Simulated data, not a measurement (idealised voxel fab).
process module | voxel lift off
cross-section cut | 145 nm wide | cells 5 nm
A cross-section is a grid of square cells, given in bands from the top down. A band is one or more rows of cells.
Each band's line starts with the height of the band's top and of its bottom, in nm. Then come its materials from left to right, each with its width in nm. One material with "throughout" fills the band from edge to edge. "air" is empty space.
Height 0 is the level under which the wafer as received is all one material. The lowest band goes on downwards, as in "0 down".
A width such as "30 to 40" changes by the same amount from each row of cells to the next, from the band's top row to its bottom row.
"no change" after a step means that no cell of the cross-section changed.
closed voids: empty space of 8 cells or more with no open way to the top, each as width x height at its distance from the left edge, in nm
after a step's settings: what the simulator itself notes on the step
overlay nm, on a step with a mask: how far to the right of its planned place the mask lay; to the left if negative
plan
1 op RECEIVE | material Si
2 op CONFORMAL_DEP | material SiN | thk nm 15
3 op PATTERN | tone open | mask id LINES | material resist | width nm 15 | pitch nm 30 | thk nm 25 | overlay nm 0
4 op DIRECTIONAL_DEP | material Ru | thk nm 10
5 op STRIP | etch materials resist
6 op CONFORMAL_DEP | material SiO2 | thk nm 10
as received, after step 1
  0 down: Si throughout
  closed voids: none
first wafer at the end, as planned
  35 to 25: air 10 | SiO2 125 | air 10
  25 to 15: SiO2 20 | Ru 15 | SiO2 15 | Ru 15 | SiO2 15 | Ru 15 | SiO2 15 | Ru 15 | SiO2 20
  15 to 0: SiN throughout
  0 down: Si throughout
  closed voids: none
second wafer at the end: like start, like plan, one mistake
  30 to 20: air 10 | SiO2 125 | air 10
  20 to 10: SiO2 20 | Ru 15 | SiO2 15 | Ru 15 | SiO2 15 | Ru 15 | SiO2 15 | Ru 15 | SiO2 20
  10 to 0: SiN throughout
  0 down: Si throughout
  closed voids: none
what went wrong: step 2 ran as: op CONFORMAL_DEP | material SiN | thk nm 10
at the end the second wafer has, in cells: 29 fewer of SiN
